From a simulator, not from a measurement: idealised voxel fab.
process module | voxel air gaps
cross-section cut | 250 nm wide | cells 5 nm
A cross-section is a grid of square cells, given in bands from the top down. A band is one or more rows of cells.
Each band's line starts with the height of the band's top and of its bottom, in nm. Then come its materials from left to right, each with its width in nm. One material with "throughout" fills the band from edge to edge. "air" is empty space.
Height 0 is the level under which the wafer as received is all one material. The lowest band goes on downwards, as in "0 down".
A width such as "30 to 40" changes by the same amount from each row of cells to the next, from the band's top row to its bottom row.
"no change" after a step means that no cell of the cross-section changed.
closed voids: empty space of 8 cells or more with no open way to the top, each as width x height at its distance from the left edge, in nm
after a step's settings: what the simulator itself notes on the step
overlay nm, on a step with a mask: how far to the right of its planned place the mask lay; to the left if negative
plan
1 op RECEIVE | material Si
2 op CONFORMAL_DEP | material SiO2 | thk nm 10
3 op CONFORMAL_DEP | material SiN | thk nm 5
4 op DIRECTIONAL_DEP | material lowk | thk nm 30
5 op DIRECTIONAL_DEP | material aC | thk nm 15
6 op PATTERN | tone open | mask id LINES | material resist | width nm 15 | pitch nm 40 | thk nm 35 | overlay nm 0
7 op DIRECTIONAL_ETCH | etch materials aC | depth nm 15
8 op STRIP | etch materials resist
9 op DIRECTIONAL_ETCH | etch materials lowk | depth nm 30
10 op STRIP | etch materials aC
11 op CONFORMAL_DEP | material TiN | thk nm 5
12 op FILL_DEP | material Cu | thk nm 5
13 op CMP | height nm 45
14 op EPI | material Ru | thk nm 10
15 op SELECTIVE_ETCH | etch materials lowk | depth nm 40
16 op CONFORMAL_DEP | material SiN | thk nm 5
first wafer, as planned
as received, after step 1
  0 down: Si throughout
  closed voids: none
after step 2
  10 to 0: SiO2 throughout
  below 0: unchanged
after step 3
  15 to 10: SiN throughout
  below 10: unchanged
after step 4
  45 to 15: lowk throughout
  below 15: unchanged
after step 5
  60 to 45: aC throughout
  below 45: unchanged
after step 6
  95 to 60: resist 55 | air 15 | resist 25 | air 15 | resist 25 | air 15 | resist 25 | air 15 | resist 60
  below 60: unchanged
after step 7
  80 to 60: resist 55 | air 15 | resist 25 | air 15 | resist 25 | air 15 | resist 25 | air 15 | resist 60
  60 to 45: aC 55 | air 15 | aC 25 | air 15 | aC 25 | air 15 | aC 25 | air 15 | aC 60
  below 45: unchanged
after step 8
  60 to 45: aC 55 | air 15 | aC 25 | air 15 | aC 25 | air 15 | aC 25 | air 15 | aC 60
  below 45: unchanged
after step 9
  60 to 45: aC 55 | air 15 | aC 25 | air 15 | aC 25 | air 15 | aC 25 | air 15 | aC 60
  45 to 15: lowk 55 | air 15 | lowk 25 | air 15 | lowk 25 | air 15 | lowk 25 | air 15 | lowk 60
  below 15: unchanged
after step 10
  45 to 15: lowk 55 | air 15 | lowk 25 | air 15 | lowk 25 | air 15 | lowk 25 | air 15 | lowk 60
  below 15: unchanged
after step 11
  50 to 45: TiN 60 | air 5 | TiN 35 | air 5 | TiN 35 | air 5 | TiN 35 | air 5 | TiN 65
  45 to 20: lowk 55 | TiN 5 | air 5 | TiN 5 | lowk 25 | TiN 5 | air 5 | TiN 5 | lowk 25 | TiN 5 | air 5 | TiN 5 | lowk 25 | TiN 5 | air 5 | TiN 5 | lowk 60
  20 to 15: lowk 55 | TiN 15 | lowk 25 | TiN 15 | lowk 25 | TiN 15 | lowk 25 | TiN 15 | lowk 60
  below 15: unchanged
after step 12
  55 to 50: Cu throughout
  50 to 45: TiN 60 | Cu 5 | TiN 35 | Cu 5 | TiN 35 | Cu 5 | TiN 35 | Cu 5 | TiN 65
  45 to 20: lowk 55 | TiN 5 | Cu 5 | TiN 5 | lowk 25 | TiN 5 | Cu 5 | TiN 5 | lowk 25 | TiN 5 | Cu 5 | TiN 5 | lowk 25 | TiN 5 | Cu 5 | TiN 5 | lowk 60
  below 20: unchanged
after step 13
  45 to 20: lowk 55 | TiN 5 | Cu 5 | TiN 5 | lowk 25 | TiN 5 | Cu 5 | TiN 5 | lowk 25 | TiN 5 | Cu 5 | TiN 5 | lowk 25 | TiN 5 | Cu 5 | TiN 5 | lowk 60
  below 20: unchanged
after step 14
  55 to 45: air 45 | Ru 35 | air 5 | Ru 35 | air 5 | Ru 35 | air 5 | Ru 35 | air 50
  below 45: unchanged
after step 15
  55 to 45: air 45 | Ru 35 | air 5 | Ru 35 | air 5 | Ru 35 | air 5 | Ru 35 | air 50
  45 to 20: air 55 | TiN 5 | Cu 5 | TiN 5 | air 25 | TiN 5 | Cu 5 | TiN 5 | air 25 | TiN 5 | Cu 5 | TiN 5 | air 25 | TiN 5 | Cu 5 | TiN 5 | air 60
  20 to 15: air 55 | TiN 15 | air 25 | TiN 15 | air 25 | TiN 15 | air 25 | TiN 15 | air 60
  below 15: unchanged
after step 16
  60 to 55: air 40 | SiN 165 | air 45
  55 to 45: air 40 | SiN 5 | Ru 35 | SiN 5 | Ru 35 | SiN 5 | Ru 35 | SiN 5 | Ru 35 | SiN 5 | air 45
  45 to 40: air 40 | SiN 15 | TiN 5 | Cu 5 | TiN 5 | SiN 25 | TiN 5 | Cu 5 | TiN 5 | SiN 25 | TiN 5 | Cu 5 | TiN 5 | SiN 25 | TiN 5 | Cu 5 | TiN 5 | SiN 15 | air 45
  40 to 20: air 50 | SiN 5 | TiN 5 | Cu 5 | TiN 5 | SiN 5 | air 15 | SiN 5 | TiN 5 | Cu 5 | TiN 5 | SiN 5 | air 15 | SiN 5 | TiN 5 | Cu 5 | TiN 5 | SiN 5 | air 15 | SiN 5 | TiN 5 | Cu 5 | TiN 5 | SiN 5 | air 55
  20 to 15: SiN 55 | TiN 15 | SiN 25 | TiN 15 | SiN 25 | TiN 15 | SiN 25 | TiN 15 | SiN 60
  below 15: unchanged
  closed voids: 15 x 20 at 75; 15 x 20 at 115; 15 x 20 at 155
second wafer: like start, like plan, one mistake. Through step 13 it matches the first wafer
when step 14 should have ended
  45 to 20: air 55 | TiN 5 | Cu 5 | TiN 5 | air 25 | TiN 5 | Cu 5 | TiN 5 | air 25 | TiN 5 | Cu 5 | TiN 5 | air 25 | TiN 5 | Cu 5 | TiN 5 | air 60
  20 to 15: air 55 | TiN 15 | air 25 | TiN 15 | air 25 | TiN 15 | air 25 | TiN 15 | air 60
  below 15: unchanged
when step 15 should have ended
  55 to 45: air 45 | Ru 35 | air 5 | Ru 35 | air 5 | Ru 35 | air 5 | Ru 35 | air 50
  45 to 20: air 45 | Ru 10 | TiN 5 | Cu 5 | TiN 5 | Ru 10 | air 5 | Ru 10 | TiN 5 | Cu 5 | TiN 5 | Ru 10 | air 5 | Ru 10 | TiN 5 | Cu 5 | TiN 5 | Ru 10 | air 5 | Ru 10 | TiN 5 | Cu 5 | TiN 5 | Ru 10 | air 50
  20 to 15: air 45 | Ru 10 | TiN 15 | Ru 10 | air 5 | Ru 10 | TiN 15 | Ru 10 | air 5 | Ru 10 | TiN 15 | Ru 10 | air 5 | Ru 10 | TiN 15 | Ru 10 | air 50
  below 15: unchanged
when step 16 should have ended
  60 to 55: air 40 | SiN 165 | air 45
  55 to 45: air 40 | SiN 5 | Ru 35 | SiN 5 | Ru 35 | SiN 5 | Ru 35 | SiN 5 | Ru 35 | SiN 5 | air 45
  45 to 20: air 40 | SiN 5 | Ru 10 | TiN 5 | Cu 5 | TiN 5 | Ru 10 | SiN 5 | Ru 10 | TiN 5 | Cu 5 | TiN 5 | Ru 10 | SiN 5 | Ru 10 | TiN 5 | Cu 5 | TiN 5 | Ru 10 | SiN 5 | Ru 10 | TiN 5 | Cu 5 | TiN 5 | Ru 10 | SiN 5 | air 45
  20 to 15: SiN 45 | Ru 10 | TiN 15 | Ru 10 | SiN 5 | Ru 10 | TiN 15 | Ru 10 | SiN 5 | Ru 10 | TiN 15 | Ru 10 | SiN 5 | Ru 10 | TiN 15 | Ru 10 | SiN 50
  below 15: unchanged
what went wrong: steps 14 and 15 were swapped
at the end the second wafer has, in cells: 96 more of Ru | 44 fewer of SiN
closed voids at the end (first wafer, second wafer): 3, 0
